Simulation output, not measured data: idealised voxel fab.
process module | voxel wiring stack
cross-section cut | 300 nm wide | cells 5 nm
A cross-section is a grid of square cells, given in bands from the top down. A band is one or more rows of cells.
Each band's line starts with the height of the band's top and of its bottom, in nm. Then come its materials from left to right, each with its width in nm. One material with "throughout" fills the band from edge to edge. "air" is empty space.
Height 0 is the level under which the wafer as received is all one material. The lowest band goes on downwards, as in "0 down".
A width such as "30 to 40" changes by the same amount from each row of cells to the next, from the band's top row to its bottom row.
"no change" after a step means that no cell of the cross-section changed.
closed voids: empty space of 8 cells or more with no open way to the top, each as width x height at its distance from the left edge, in nm
after a step's settings: what the simulator itself notes on the step
overlay nm, on a step with a mask: how far to the right of its planned place the mask lay; to the left if negative
plan
1 op RECEIVE | material Si
2 op CONFORMAL_DEP | material SiO2 | thk nm 15
3 op DIRECTIONAL_DEP | material TiN | thk nm 5
4 op DIRECTIONAL_DEP | material W | thk nm 15
5 op PATTERN | tone cover | mask id METAL_1 | material resist | width nm 25 | pitch nm 55 | thk nm 20 | overlay nm 0
6 op DIRECTIONAL_ETCH | etch materials W | depth nm 15
7 op DIRECTIONAL_ETCH | etch materials TiN | depth nm 5
8 op STRIP | etch materials resist
9 op CONFORMAL_DEP | material SiCN | thk nm 5
10 op FILL_DEP | material lowk | thk nm 10
11 op CMP | height nm 35
12 op CONFORMAL_DEP | material SiCN | thk nm 5
13 op DIRECTIONAL_DEP | material lowk | thk nm 10
14 op DIRECTIONAL_DEP | material aC | thk nm 10
15 op PATTERN | tone open | mask id PLUG_1 | material resist | width nm 15 | thk nm 25 | overlay nm 0
16 op DIRECTIONAL_ETCH | etch materials aC | depth nm 10
17 op STRIP | etch materials resist
18 op DIRECTIONAL_ETCH | etch materials lowk | depth nm 10
19 op DIRECTIONAL_ETCH | etch materials SiCN | depth nm 5
20 op STRIP | etch materials aC
21 op CONFORMAL_DEP | material TiN | thk nm 5
22 op FILL_DEP | material Cu | thk nm 5
23 op CMP | height nm 50
24 op CONFORMAL_DEP | material SiCN | thk nm 5
25 op DIRECTIONAL_DEP | material lowk | thk nm 15
26 op MASKED_ETCH | tone open | mask id METAL_2 | width nm 25 | pitch nm 55 | etch materials lowk | depth nm 15 | overlay nm 0
27 op MASKED_ETCH | tone open | mask id METAL_2 | width nm 25 | pitch nm 55 | etch materials SiCN | depth nm 5 | overlay nm 0
28 op CONFORMAL_DEP | material TiN | thk nm 5
29 op FILL_DEP | material Cu | thk nm 5
30 op CMP | height nm 70
31 op CONFORMAL_DEP | material SiCN | thk nm 5
32 op DIRECTIONAL_DEP | material lowk | thk nm 15
33 op PATTERN | tone open | mask id PLUG_2 | material resist | width nm 15 | thk nm 15 | overlay nm 0
34 op DIRECTIONAL_ETCH | etch materials lowk | depth nm 15
35 op DIRECTIONAL_ETCH | etch materials SiCN | depth nm 5
36 op STRIP | etch materials resist
37 op CONFORMAL_DEP | material TiN | thk nm 5
38 op FILL_DEP | material Cu | thk nm 5
39 op CMP | height nm 90
40 op DIRECTIONAL_DEP | material TiN | thk nm 5
41 op DIRECTIONAL_DEP | material Ru | thk nm 20
42 op MASKED_ETCH | tone cover | mask id METAL_3 | width nm 25 | pitch nm 55 | etch materials Ru | depth nm 20 | overlay nm 0
43 op MASKED_ETCH | tone cover | mask id METAL_3 | width nm 25 | pitch nm 55 | etch materials TiN | depth nm 5 | overlay nm 0
44 op CONFORMAL_DEP | material SiCN | thk nm 5
45 op FILL_DEP | material SiO2 | thk nm 5
46 op CMP | height nm 115
47 op CONFORMAL_DEP | material SiCN | thk nm 5
48 op DIRECTIONAL_DEP | material lowk | thk nm 30
49 op PATTERN | tone open | mask id METAL_4_HOLES | material resist | width nm 15 | pitch nm 55 | thk nm 20 | overlay nm 0
50 op DIRECTIONAL_ETCH | etch materials lowk | depth nm 30
51 op STRIP | etch materials resist
52 op PATTERN | tone open | mask id METAL_4 | material resist | width nm 25 | pitch nm 55 | thk nm 15 | overlay nm 0
53 op DIRECTIONAL_ETCH | etch materials lowk | depth nm 15
54 op DIRECTIONAL_ETCH | etch materials SiCN | depth nm 5
55 op STRIP | etch materials resist
56 op CONFORMAL_DEP | material TiN | thk nm 5
57 op FILL_DEP | material Cu | thk nm 10
58 op CMP | height nm 150
59 op CONFORMAL_DEP | material SiN | thk nm 5
as received, after step 1
  0 down: Si throughout
  closed voids: none
a wafer at the end: this start, this plan, one mistake
  155 to 150: SiN throughout
  150 to 145: SiCN 110 | TiN 25 | SiCN 30 | TiN 25 | SiCN 110
  145 to 115: lowk throughout
  115 to 95: SiO2 105 | SiCN 5 | Ru 25 | SiCN 5 | SiO2 20 | SiCN 5 | Ru 25 | SiCN 5 | SiO2 105
  95 to 90: SiCN 110 | TiN 25 | SiCN 30 | TiN 25 | SiCN 110
  90 to 75: lowk 110 | TiN 5 | Cu 5 | TiN 5 | lowk 175
  75 to 70: SiCN 110 | TiN 15 | SiCN 175
  70 to 55: lowk 110 | TiN 5 | Cu 15 | TiN 5 | lowk 30 | TiN 5 | Cu 15 | TiN 5 | lowk 110
  55 to 50: SiCN 110 | TiN 25 | SiCN 30 | TiN 25 | SiCN 110
  50 to 40: lowk 110 | TiN 5 | Cu 5 | TiN 5 | lowk 175
  40 to 35: SiCN 110 | TiN 15 | SiCN 175
  35 to 20: lowk 105 | SiCN 5 | W 25 | SiCN 5 | lowk 20 | SiCN 5 | W 25 | SiCN 5 | lowk 105
  20 to 15: SiCN 110 | TiN 25 | SiCN 30 | TiN 25 | SiCN 110
  15 to 0: SiO2 throughout
  0 down: Si throughout
  closed voids: none
what went wrong: steps 47 and 48 were swapped
